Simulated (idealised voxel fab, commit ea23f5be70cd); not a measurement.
Process module, titled voxel wiring stack
165 nm wide, 5 nm square cells: that's cross-section cut.
Reading order for cross-sections: top band down to bottom band. Underlying form: a grid of square cells. Band size: one or more rows of cells.
Top, bottom (nm), then materials left to right with widths (nm); lone material tagged "full width" fills the whole band edge to edge; "blank" = empty space.
Height reference: 0 = level under which incoming wafer is all one material. Lowest band: no bottom, runs on downward, e.g. "from 0 down".
The two numbers in a width such as "30 to 40" mark its ends across the band: the first belongs to the top row of cells, the second to the bottom row, and from each row to the next the width moves by the same amount.
"everything unchanged" after a step means that no cell of the cross-section changed.
You'll see "Enclosed void listing" listing empty spaces that have no way open to the top, as long as they're 8 cells or more; the notation is width x height at distance, where the distance is from the left edge, and all of it is in nm.
Where a step's line continues beyond its settings, the continuation is a remark by the simulator itself on that step.
A step's line can hold "overlay nm"; with a mask on that step, the setting says how far right of the planned place the mask lay, while a negative setting says it lay to the left.
Listed below are the process steps as planned
1. RECEIVE: material Si
2. CONFORMAL_DEP: material SiO2, thk nm 15
3. CONFORMAL_DEP: material SiN, thk nm 5
4. DIRECTIONAL_DEP: material lowk, thk nm 15
5. PATTERN: tone open, mask id METAL_1, material resist, width nm 30, pitch nm 55, thk nm 20, overlay nm 0
6. DIRECTIONAL_ETCH: etch materials lowk, depth nm 15
7. DIRECTIONAL_ETCH: etch materials SiN, depth nm 5
8. STRIP: etch materials resist
9. CONFORMAL_DEP: material TiN, thk nm 5
10. FILL_DEP: material W, thk nm 5
11. CMP: height nm 35
12. EPI: material Ru, thk nm 5
13. FILL_DEP: material SiCN, thk nm 5
14. DIRECTIONAL_DEP: material lowk, thk nm 30
15. DIRECTIONAL_DEP: material aC, thk nm 15
16. PATTERN: tone open, mask id METAL_2_HOLES, material resist, width nm 15, thk nm 35, overlay nm 0
17. DIRECTIONAL_ETCH: etch materials aC, depth nm 15
18. STRIP: etch materials resist
19. DIRECTIONAL_ETCH: etch materials lowk, depth nm 30
20. STRIP: etch materials aC
21. DIRECTIONAL_DEP: material aC, thk nm 10
22. PATTERN: tone open, mask id METAL_2, material resist, width nm 30, pitch nm 55, thk nm 25, overlay nm 0
23. DIRECTIONAL_ETCH: etch materials aC, depth nm 10
24. STRIP: etch materials resist
25. DIRECTIONAL_ETCH: etch materials lowk, depth nm 20
26. DIRECTIONAL_ETCH: etch materials SiCN, depth nm 5
27. STRIP: etch materials aC
28. CONFORMAL_DEP: material TiN, thk nm 5
29. FILL_DEP: material Cu, thk nm 10
30. CMP: height nm 75
31. CONFORMAL_DEP: material SiN, thk nm 5
So this is the incoming wafer in cross-section - it's already been through step 1
* from 0 down: Si full width
* Enclosed void listing: none
Module complete, cross-section. Starting point and plan per above. One mistake made in running the module
* from 80 to 75: SiN full width
* from 75 to 60: lowk 40 nm / TiN 5 nm / W 20 nm / TiN 5 nm / lowk 25 nm / TiN 5 nm / W 20 nm / TiN 5 nm / lowk 40 nm
* from 60 to 55: lowk 40 nm / TiN 5 nm / W 5 nm / TiN 20 nm / lowk 25 nm / TiN 30 nm / lowk 40 nm
* from 55 to 45: lowk 40 nm / TiN 5 nm / W 5 nm / TiN 5 nm / lowk 110 nm
* from 45 to 40: SiCN 40 nm / TiN 15 nm / SiCN 110 nm
* from 40 to 35: SiCN 35 nm / Ru 40 nm / SiCN 15 nm / Ru 40 nm / SiCN 35 nm
* from 35 to 20: lowk 40 nm / TiN 5 nm / W 20 nm / TiN 5 nm / lowk 25 nm / TiN 5 nm / W 20 nm / TiN 5 nm / lowk 40 nm
* from 20 to 15: SiN 40 nm / TiN 30 nm / SiN 25 nm / TiN 30 nm / SiN 40 nm
* from 15 to 0: SiO2 full width
* from 0 down: Si full width
* Enclosed void listing: none
Nonconformance to the process plan: step 29 ran differently from the plan; actual operation with settings: FILL_DEP: material W, thk nm 10
